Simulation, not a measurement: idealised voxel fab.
Process module name: voxel ribs on slabs
Section shown: cut. Width: 205 nm. Cell size: 5 nm, square.
For the purposes of this document, a cross-section shall be understood as a grid of square cells, specified as bands listed in top-to-bottom order, each band consisting of one or more rows of cells. Heights first: top, then bottom, in nm. Then materials, left to right, each with a width in nm. "everywhere" on a single material: fills the band edge to edge. "empty": empty space. Note: height 0 marks the level under which the wafer is uniformly one material as received. Lowest band unbounded below, written "from 0 down". It should be noted that a width expressed as "30..40" varies in equal increments from row to row of cells within the band, taking the value of the first number at the top row and that of the second number at the bottom row. When a step is marked "remains unaltered", none of the cells in the cross-section changed during that step. "Closed voids list" enumerates empty spaces isolated from the top, with no open way to it, that contain at least 8 cells, giving each as width x height at distance from the left edge, all three in nm. On each step's line, the part that comes after the settings is the simulator's own comment on the step. overlay nm: step with mask; distance mask lay right of planned place; negative value = left of planned place.

Here's what the planned process steps look like:
| 1 | op RECEIVE | material Si |
| 2 | op DIRECTIONAL_DEP | material SiO2 | thk nm 30 |
| 3 | op DIRECTIONAL_DEP | material polySi | thk nm 25 |
| 4 | op MASKED_ETCH | tone cover | mask id RIB | width nm 30 | etch materials polySi | depth nm 5 | overlay nm 0 |
| 5 | op DIRECTIONAL_DEP | material aC | thk nm 15 |
| 6 | op PATTERN | tone cover | mask id SLAB | material resist | width nm 70 | thk nm 35 | overlay nm 0 |
| 7 | op DIRECTIONAL_ETCH | etch materials aC | depth nm 15 |
| 8 | op STRIP | etch materials resist |
| 9 | op DIRECTIONAL_ETCH | etch materials polySi | depth nm 20 |
| 10 | op STRIP | etch materials aC |
| 11 | op FILL_DEP | material SiO2 | thk nm 25 |
| 12 | op CMP | height nm 70 |
| 13 | op DIRECTIONAL_DEP | material W | thk nm 10 |
| 14 | op MASKED_ETCH | tone cover | mask id HEATER | width nm 40 | etch materials W | depth nm 10 | overlay nm 0 |
| 15 | op CONFORMAL_DEP | material SiN | thk nm 5 |

As received (post step 1): cross-section:
from 0 down  Si everywhere
Closed voids list: none

End state of the module in cross-section, given the above starting point and plan and one mistake in execution:
from 85 to 75  empty 75 nm, W 50 nm, empty 80 nm
from 75 to 70  W everywhere
from 70 to 55  SiO2 everywhere
from 55 to 50  SiO2 85 nm, polySi 30 nm, SiO2 90 nm
from 50 to 30  SiO2 65 nm, polySi 70 nm, SiO2 70 nm
from 30 to 0  SiO2 everywhere
from 0 down  Si everywhere
Closed voids list: none
Deviation noted in wafer processing: step 15 was processed under conditions differing from the plan, specifically as op CONFORMAL_DEP | material W | thk nm 5
